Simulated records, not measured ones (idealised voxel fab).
Proc. module: voxel ribs on slabs
The cross-section shown here is cut; it is 250 nm wide and divided into square cells measuring 5 nm on a side.
For the purposes of this document, a cross-section shall be understood as a grid of square cells, specified as bands listed in top-to-bottom order, each band consisting of one or more rows of cells. Per band: top height and bottom height in nm, followed by the left-to-right materials and their widths in nm; "edge to edge" marks a single material spanning edge to edge, "blank" marks empty space. Convention: height 0 is the level below which the wafer, as received, is all one material. The lowest band does not terminate at the bottom but continues downward, represented as "z 0 and below". Top row gets the first number, bottom row gets the second, and each row in between changes by the same step: that is how a band width like "30->40" works. When a step is marked "nothing altered", none of the cells in the cross-section changed during that step. Any empty space of 8 cells or more lacking an open way to the top shows up in "Enclosed void entries" as width x height at distance, distance from the left edge, in nm. Post-settings text on a step line: simulator's own remark regarding the step. The "overlay nm" setting may appear on a step's line; for a step that uses a mask, it gives how far to the right of its planned position the mask lay, and a negative value indicates the left.
Planned process steps:
1) RECEIVE [material Si]
2) DIRECTIONAL_DEP [material SiO2] [thk nm 30]
3) DIRECTIONAL_DEP [material SiN] [thk nm 15]
4) PATTERN [tone cover] [mask id RIB] [material resist] [width nm 25] [thk nm 15] [overlay nm 0]
5) DIRECTIONAL_ETCH [etch materials SiN] [depth nm 5]
6) STRIP [etch materials resist]
7) MASKED_ETCH [tone cover] [mask id SLAB] [width nm 55] [etch materials SiN] [depth nm 10] [overlay nm 0]
8) FILL_DEP [material SiO2] [thk nm 20]
9) CMP [height nm 60]
10) DIRECTIONAL_DEP [material W] [thk nm 5]
11) MASKED_ETCH [tone cover] [mask id HEATER] [width nm 35] [etch materials W] [depth nm 5] [overlay nm 0]
12) CONFORMAL_DEP [material SiN] [thk nm 10]
The following pertains to the first of two wafers, which was processed as planned:
Cross-section of the incoming wafer, state after step 1:
	z 0 and below = Si edge to edge
	Enclosed void entries: none
Wafer section view after processing step 2:
	z 30 to 0 = SiO2 edge to edge
	Heights below 0 show no change.
Wafer section view after processing step 3:
	z 45 to 30 = SiN edge to edge
	Heights below 30 show no change.
Wafer section view after processing step 4:
	z 60 to 45 = blank=110 / resist=25 / blank=115
	Heights below 45 show no change.
Wafer section view after processing step 5:
	z 60 to 45 = blank=110 / resist=25 / blank=115
	z 45 to 40 = blank=110 / SiN=25 / blank=115
	Heights below 40 show no change.
Wafer section view after processing step 6:
	z 45 to 40 = blank=110 / SiN=25 / blank=115
	Heights below 40 show no change.
Wafer section view after processing step 7:
	z 45 to 40 = blank=110 / SiN=25 / blank=115
	z 40 to 30 = blank=95 / SiN=55 / blank=100
	Heights below 30 show no change.
Wafer section view after processing step 8:
	z 65 to 45 = SiO2 edge to edge
	z 45 to 40 = SiO2=110 / SiN=25 / SiO2=115
	z 40 to 30 = SiO2=95 / SiN=55 / SiO2=100
	Heights below 30 show no change.
Wafer section view after processing step 9:
	z 60 to 45 = SiO2 edge to edge
	Heights below 45 show no change.
Wafer section view after processing step 10:
	z 65 to 60 = W edge to edge
	Heights below 60 show no change.
Wafer section view after processing step 11:
	z 65 to 60 = blank=105 / W=35 / blank=110
	Heights below 60 show no change.
Wafer section view after processing step 12:
	z 75 to 70 = blank=95 / SiN=55 / blank=100
	z 70 to 65 = SiN edge to edge
	z 65 to 60 = SiN=105 / W=35 / SiN=110
	Heights below 60 show no change.
Okay, second wafer. Nothing different at the start, nothing different in the plan, just one mistake somewhere in the running. As far as step 3, counting that step, it's the first wafer all over again:
Second wafer: cross-section at the scheduled end of step 4:
	z 60 to 45 = blank=110 / resist=30 / blank=110
	Heights below 45 show no change.
Second wafer: cross-section at the scheduled end of step 5:
	z 60 to 45 = blank=110 / resist=30 / blank=110
	z 45 to 40 = blank=110 / SiN=30 / blank=110
	Heights below 40 show no change.
Second wafer: cross-section at the scheduled end of step 6:
	z 45 to 40 = blank=110 / SiN=30 / blank=110
	Heights below 40 show no change.
Second wafer: cross-section at the scheduled end of step 7:
	z 45 to 40 = blank=110 / SiN=30 / blank=110
	z 40 to 30 = blank=95 / SiN=55 / blank=100
	Heights below 30 show no change.
Second wafer: cross-section at the scheduled end of step 8:
	z 65 to 45 = SiO2 edge to edge
	z 45 to 40 = SiO2=110 / SiN=30 / SiO2=110
	z 40 to 30 = SiO2=95 / SiN=55 / SiO2=100
	Heights below 30 show no change.
Second wafer: cross-section at the scheduled end of step 9:
	z 60 to 45 = SiO2 edge to edge
	Heights below 45 show no change.
Second wafer: cross-section at the scheduled end of step 10:
	z 65 to 60 = W edge to edge
	Heights below 60 show no change.
Second wafer: cross-section at the scheduled end of step 11:
	z 65 to 60 = blank=105 / W=35 / blank=110
	Heights below 60 show no change.
Second wafer: cross-section at the scheduled end of step 12:
	z 75 to 70 = blank=95 / SiN=55 / blank=100
	z 70 to 65 = SiN edge to edge
	z 65 to 60 = SiN=105 / W=35 / SiN=110
	Heights below 60 show no change.
Deviation from plan: contrary to plan, step 4 was performed as PATTERN [tone cover] [mask id RIB] [material resist] [width nm 30] [thk nm 15] [overlay nm 0]
Final difference in cells, second wafer against first, listed per material as more or fewer: SiN +1, SiO2 -1
